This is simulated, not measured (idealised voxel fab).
process module | voxel trench capacitor
cross-section cut | 140 nm wide | cells 5 nm
A cross-section is a grid of square cells, given in bands from the top down. A band is one or more rows of cells.
Each band's line starts with the height of the band's top and of its bottom, in nm. Then come its materials from left to right, each with its width in nm. One material with "throughout" fills the band from edge to edge. "air" is empty space.
Height 0 is the level under which the wafer as received is all one material. The lowest band goes on downwards, as in "0 down".
A width such as "30 to 40" changes by the same amount from each row of cells to the next, from the band's top row to its bottom row.
"no change" after a step means that no cell of the cross-section changed.
closed voids: empty space of 8 cells or more with no open way to the top, each as width x height at its distance from the left edge, in nm
after a step's settings: what the simulator itself notes on the step
overlay nm, on a step with a mask: how far to the right of its planned place the mask lay; to the left if negative
plan
1 op RECEIVE | material Si
2 op CONFORMAL_DEP | material SiN | thk nm 10
3 op MASKED_ETCH | tone open | mask id TRENCH | width nm 20 | pitch nm 35 | etch materials SiN | depth nm 10 | overlay nm 0
4 op MASKED_ETCH | tone open | mask id TRENCH | width nm 20 | pitch nm 35 | etch materials Si | depth nm 35 | overlay nm 0
5 op CONFORMAL_DEP | material Al2O3 | thk nm 5
6 op FILL_DEP | material polySi | thk nm 5
7 op CMP | height nm 10
as received, after step 1
  0 down: Si throughout
  closed voids: none
a wafer at the end: this start, this plan, one mistake
  0 to -30: Si 40 | Al2O3 5 | polySi 10 | Al2O3 5 | Si 15 | Al2O3 5 | polySi 10 | Al2O3 5 | Si 45
  -30 to -35: Si 40 | Al2O3 20 | Si 15 | Al2O3 20 | Si 45
  -35 down: Si throughout
  closed voids: none
what went wrong: step 7 ran as: op CMP | height nm 0
